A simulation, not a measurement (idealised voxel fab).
You're looking at the process module voxel spacer lines.
Square cells of 5 nm make up the cross-section cut, whose width is 230 nm.
Bands, listed from the top down, are how a cross-section gets written in this document; the cross-section itself is a grid of square cells, and a band is one or more rows of them.
This entry defines a band. It first specifies the height of the band's top and the height of its bottom in nm, and then specifies the band's materials from left to right, stating each material with its width in nm. The word "all across" identifies a single material that fills the band from edge to edge, while the word "air" identifies empty space.
Convention: height 0 is the level below which the wafer, as received, is all one material. The lowest band does not terminate at the bottom but continues downward, represented as "0 -> down".
A two-number width, for instance "30->40", indicates that the width is equal to the first number in the top row of the band and to the second number in the bottom row, and that it changes by a constant amount per row of cells.
It should be understood that the words "no alteration", when stated for a given step, signify that the cross-section underwent no change in any of its cells during that step.
"Fully sealed cavities" contains a list of empty spaces, each no smaller than 8 cells and without an open way to the top, written in the form width x height at distance with the distance from the left edge and all three in nm.
Formally, on a step line, whatever follows the settings is a remark that the simulator itself makes on the step.
What "overlay nm" on a step's line means: if the step has a mask, that mask lay this far to the right of its planned place, or, when the value is negative, to the left.

plan:
1) RECEIVE,material Si
2) CONFORMAL_DEP,material Al2O3,thk nm 5
3) DIRECTIONAL_DEP,material SiN,thk nm 15
4) DIRECTIONAL_DEP,material aC,thk nm 25
5) PATTERN,tone cover,mask id MANDREL,material resist,width nm 25,pitch nm 80,thk nm 30,overlay nm 0
6) DIRECTIONAL_ETCH,etch materials aC,depth nm 25
7) STRIP,etch materials resist
8) CONFORMAL_DEP,material SiO2,thk nm 15
9) DIRECTIONAL_ETCH,etch materials SiO2,depth nm 15
10) STRIP,etch materials aC
11) DIRECTIONAL_ETCH,etch materials SiN,depth nm 15
12) STRIP,etch materials SiO2

Received-state cross-section, reflecting completion of step 1:
* 0 -> down = Si all across
* Fully sealed cavities: none

Same starting wafer, same plan as above, one mistake in the execution; this is the cross-section at the end of the module:
* 20 -> 5 = air (50), SiN (15), air (25), SiN (15), air (25), SiN (15), air (25), SiN (15), air (45)
* 5 -> 0 = Al2O3 all across
* 0 -> down = Si all across
* Fully sealed cavities: none
Diagnosis: so step 5 ended up running with a different setting than we planned, it ran as PATTERN,tone cover,mask id MANDREL,material resist,width nm 25,pitch nm 80,thk nm 30,overlay nm 5
